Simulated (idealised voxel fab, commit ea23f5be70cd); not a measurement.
process module | voxel wiring stack
cross-section cut | 230 nm wide | cells 5 nm
A cross-section is a grid of square cells, given in bands from the top down. A band is one or more rows of cells.
Each band's line starts with the height of the band's top and of its bottom, in nm. Then come its materials from left to right, each with its width in nm. One material with "throughout" fills the band from edge to edge. "air" is empty space.
Height 0 is the level under which the wafer as received is all one material. The lowest band goes on downwards, as in "0 down".
A width such as "30 to 40" changes by the same amount from each row of cells to the next, from the band's top row to its bottom row.
"no change" after a step means that no cell of the cross-section changed.
closed voids: empty space of 8 cells or more with no open way to the top, each as width x height at its distance from the left edge, in nm
after a step's settings: what the simulator itself notes on the step
overlay nm, on a step with a mask: how far to the right of its planned place the mask lay; to the left if negative
plan
1 op RECEIVE | material Si
2 op CONFORMAL_DEP | material SiO2 | thk nm 10
3 op DIRECTIONAL_DEP | material TiN | thk nm 5
4 op DIRECTIONAL_DEP | material W | thk nm 20
5 op DIRECTIONAL_DEP | material aC | thk nm 10
6 op PATTERN | tone cover | mask id METAL_1 | material resist | width nm 25 | pitch nm 55 | thk nm 30 | overlay nm 0
7 op DIRECTIONAL_ETCH | etch materials aC | depth nm 10
8 op STRIP | etch materials resist
9 op DIRECTIONAL_ETCH | etch materials W | depth nm 20
10 op DIRECTIONAL_ETCH | etch materials TiN | depth nm 5
11 op STRIP | etch materials aC
12 op CONFORMAL_DEP | material SiN | thk nm 5
13 op FILL_DEP | material lowk | thk nm 5
14 op CMP | height nm 35
15 op CONFORMAL_DEP | material SiCN | thk nm 5
16 op DIRECTIONAL_DEP | material lowk | thk nm 30
17 op DIRECTIONAL_DEP | material aC | thk nm 15
18 op PATTERN | tone open | mask id METAL_2_HOLES | material resist | width nm 15 | pitch nm 110 | thk nm 35 | overlay nm 0
19 op DIRECTIONAL_ETCH | etch materials aC | depth nm 15
20 op STRIP | etch materials resist
21 op DIRECTIONAL_ETCH | etch materials lowk | depth nm 30
22 op STRIP | etch materials aC
23 op DIRECTIONAL_DEP | material aC | thk nm 10
24 op PATTERN | tone open | mask id METAL_2 | material resist | width nm 25 | pitch nm 55 | thk nm 25 | overlay nm 0
25 op DIRECTIONAL_ETCH | etch materials aC | depth nm 10
26 op STRIP | etch materials resist
27 op DIRECTIONAL_ETCH | etch materials lowk | depth nm 20
28 op DIRECTIONAL_ETCH | etch materials SiCN | depth nm 5
29 op STRIP | etch materials aC
30 op CONFORMAL_DEP | material TiN | thk nm 5
31 op FILL_DEP | material Cu | thk nm 10
32 op CMP | height nm 70
33 op CONFORMAL_DEP | material SiCN | thk nm 5
34 op DIRECTIONAL_DEP | material SiO2 | thk nm 30
35 op MASKED_ETCH | tone open | mask id METAL_3_HOLES | width nm 15 | pitch nm 110 | etch materials SiO2 | depth nm 30 | overlay nm 0
36 op PATTERN | tone open | mask id METAL_3 | material resist | width nm 25 | pitch nm 55 | thk nm 15 | overlay nm 0
37 op DIRECTIONAL_ETCH | etch materials SiO2 | depth nm 15
38 op DIRECTIONAL_ETCH | etch materials SiCN | depth nm 5
39 op STRIP | etch materials resist
40 op CONFORMAL_DEP | material TiN | thk nm 5
41 op FILL_DEP | material Cu | thk nm 10
42 op CMP | height nm 105
43 op CONFORMAL_DEP | material SiCN | thk nm 5
44 op DIRECTIONAL_DEP | material SiO2 | thk nm 15
45 op PATTERN | tone open | mask id PLUG_3 | material resist | width nm 15 | pitch nm 55 | thk nm 15 | overlay nm 0
46 op DIRECTIONAL_ETCH | etch materials SiO2 | depth nm 15
47 op DIRECTIONAL_ETCH | etch materials SiCN | depth nm 5
48 op STRIP | etch materials resist
49 op EPI | material Ru | thk nm 10
50 op EPI | material Ru | thk nm 10
51 op DIRECTIONAL_DEP | material TiN | thk nm 5
52 op DIRECTIONAL_DEP | material Ru | thk nm 20
53 op DIRECTIONAL_DEP | material aC | thk nm 15
54 op PATTERN | tone cover | mask id METAL_4 | material resist | width nm 25 | pitch nm 55 | thk nm 35 | overlay nm 0
55 op DIRECTIONAL_ETCH | etch materials aC | depth nm 15
56 op STRIP | etch materials resist
57 op DIRECTIONAL_ETCH | etch materials Ru | depth nm 20
58 op DIRECTIONAL_ETCH | etch materials TiN | depth nm 5
59 op STRIP | etch materials aC
60 op CONFORMAL_DEP | material SiCN | thk nm 5
61 op FILL_DEP | material lowk | thk nm 5
62 op CMP | height nm 150
63 op CONFORMAL_DEP | material SiCN | thk nm 5
as received, after step 1
  0 down: Si throughout
  closed voids: none
first wafer at the end, as planned
  155 to 150: SiCN throughout
  150 to 130: lowk 15 | SiCN 5 | Ru 25 | SiCN 5 | lowk 20 | SiCN 5 | Ru 25 | SiCN 5 | lowk 20 | SiCN 5 | Ru 25 | SiCN 5 | lowk 20 | SiCN 5 | Ru 25 | SiCN 5 | lowk 15
  130 to 125: SiCN 20 | TiN 25 | SiCN 30 | TiN 25 | SiCN 30 | TiN 25 | SiCN 30 | TiN 25 | SiCN 20
  125 to 110: SiO2 20 | Ru 15 | SiO2 40 | Ru 15 | SiO2 40 | Ru 15 | SiO2 40 | Ru 15 | SiO2 30
  110 to 105: SiCN 20 | Ru 15 | SiCN 40 | Ru 15 | SiCN 40 | Ru 15 | SiCN 40 | Ru 15 | SiCN 30
  105 to 95: SiO2 20 | TiN 5 | Cu 15 | TiN 5 | SiO2 30 | TiN 5 | Cu 15 | TiN 5 | SiO2 30 | TiN 5 | Cu 15 | TiN 5 | SiO2 30 | TiN 5 | Cu 15 | TiN 5 | SiO2 20
  95 to 90: SiO2 20 | TiN 5 | Cu 5 | TiN 15 | SiO2 30 | TiN 25 | SiO2 30 | TiN 5 | Cu 5 | TiN 15 | SiO2 30 | TiN 25 | SiO2 20
  90 to 75: SiO2 20 | TiN 5 | Cu 5 | TiN 5 | SiO2 95 | TiN 5 | Cu 5 | TiN 5 | SiO2 85
  75 to 70: SiCN 20 | TiN 15 | SiCN 95 | TiN 15 | SiCN 85
  70 to 55: lowk 20 | TiN 5 | Cu 15 | TiN 5 | lowk 30 | TiN 5 | Cu 15 | TiN 5 | lowk 30 | TiN 5 | Cu 15 | TiN 5 | lowk 30 | TiN 5 | Cu 15 | TiN 5 | lowk 20
  55 to 50: lowk 20 | TiN 5 | Cu 5 | TiN 15 | lowk 30 | TiN 25 | lowk 30 | TiN 5 | Cu 5 | TiN 15 | lowk 30 | TiN 25 | lowk 20
  50 to 40: lowk 20 | TiN 5 | Cu 5 | TiN 5 | lowk 95 | TiN 5 | Cu 5 | TiN 5 | lowk 85
  40 to 35: SiCN 20 | TiN 15 | SiCN 95 | TiN 15 | SiCN 85
  35 to 15: lowk 15 | SiN 5 | W 25 | SiN 5 | lowk 20 | SiN 5 | W 25 | SiN 5 | lowk 20 | SiN 5 | W 25 | SiN 5 | lowk 20 | SiN 5 | W 25 | SiN 5 | lowk 15
  15 to 10: SiN 20 | TiN 25 | SiN 30 | TiN 25 | SiN 30 | TiN 25 | SiN 30 | TiN 25 | SiN 20
  10 to 0: SiO2 throughout
  0 down: Si throughout
  closed voids: none
second wafer at the end: like start, like plan, one mistake
  155 to 150: SiCN throughout
  150 to 140: lowk 30 to 15 | SiCN 5 to 20 | Ru 10 | SiCN 5 | lowk 35 to 20 | SiCN 5 to 20 | Ru 10 | SiCN 5 | lowk 35 to 20 | SiCN 5 to 20 | Ru 10 | SiCN 5 | lowk 35 to 20 | SiCN 5 to 20 | Ru 10 | SiCN 5 | lowk 15
  140 to 130: lowk 15 | SiCN 5 | Ru 25 | SiCN 5 | lowk 20 | SiCN 5 | Ru 25 | SiCN 5 | lowk 20 | SiCN 5 | Ru 25 | SiCN 5 | lowk 20 | SiCN 5 | Ru 25 | SiCN 5 | lowk 15
  130 to 125: SiCN 20 | Ru 15 | TiN 10 | SiCN 30 | Ru 15 | TiN 10 | SiCN 30 | Ru 15 | TiN 10 | SiCN 30 | Ru 15 | TiN 10 | SiCN 20
  125 to 120: SiO2 20 | Ru 15 | SiO2 40 | Ru 15 | SiO2 40 | Ru 15 | SiO2 40 | Ru 15 | SiO2 30
  120 to 115: SiO2 20 | TiN 15 | SiO2 40 | TiN 15 | SiO2 40 | TiN 15 | SiO2 40 | TiN 15 | SiO2 30
  115 to 110: SiO2 20 | Ru 15 | SiO2 40 | Ru 15 | SiO2 40 | Ru 15 | SiO2 40 | Ru 15 | SiO2 30
  110 to 105: SiCN 20 | Ru 15 | SiCN 40 | Ru 15 | SiCN 40 | Ru 15 | SiCN 40 | Ru 15 | SiCN 30
  105 to 95: SiO2 20 | TiN 5 | Cu 15 | TiN 5 | SiO2 30 | TiN 5 | Cu 15 | TiN 5 | SiO2 30 | TiN 5 | Cu 15 | TiN 5 | SiO2 30 | TiN 5 | Cu 15 | TiN 5 | SiO2 20
  95 to 90: SiO2 20 | TiN 5 | Cu 5 | TiN 15 | SiO2 30 | TiN 25 | SiO2 30 | TiN 5 | Cu 5 | TiN 15 | SiO2 30 | TiN 25 | SiO2 20
  90 to 75: SiO2 20 | TiN 5 | Cu 5 | TiN 5 | SiO2 95 | TiN 5 | Cu 5 | TiN 5 | SiO2 85
  75 to 70: SiCN 20 | TiN 15 | SiCN 95 | TiN 15 | SiCN 85
  70 to 55: lowk 20 | TiN 5 | Cu 15 | TiN 5 | lowk 30 | TiN 5 | Cu 15 | TiN 5 | lowk 30 | TiN 5 | Cu 15 | TiN 5 | lowk 30 | TiN 5 | Cu 15 | TiN 5 | lowk 20
  55 to 50: lowk 20 | TiN 5 | Cu 5 | TiN 15 | lowk 30 | TiN 25 | lowk 30 | TiN 5 | Cu 5 | TiN 15 | lowk 30 | TiN 25 | lowk 20
  50 to 40: lowk 20 | TiN 5 | Cu 5 | TiN 5 | lowk 95 | TiN 5 | Cu 5 | TiN 5 | lowk 85
  40 to 35: SiCN 20 | TiN 15 | SiCN 95 | TiN 15 | SiCN 85
  35 to 15: lowk 15 | SiN 5 | W 25 | SiN 5 | lowk 20 | SiN 5 | W 25 | SiN 5 | lowk 20 | SiN 5 | W 25 | SiN 5 | lowk 20 | SiN 5 | W 25 | SiN 5 | lowk 15
  15 to 10: SiN 20 | TiN 25 | SiN 30 | TiN 25 | SiN 30 | TiN 25 | SiN 30 | TiN 25 | SiN 20
  10 to 0: SiO2 throughout
  0 down: Si throughout
  closed voids: none
what went wrong: one of the steps 49 and 50, which are alike, was left out
at the end the second wafer has, in cells: 24 fewer of Ru | 12 more of SiCN | 12 more of lowk
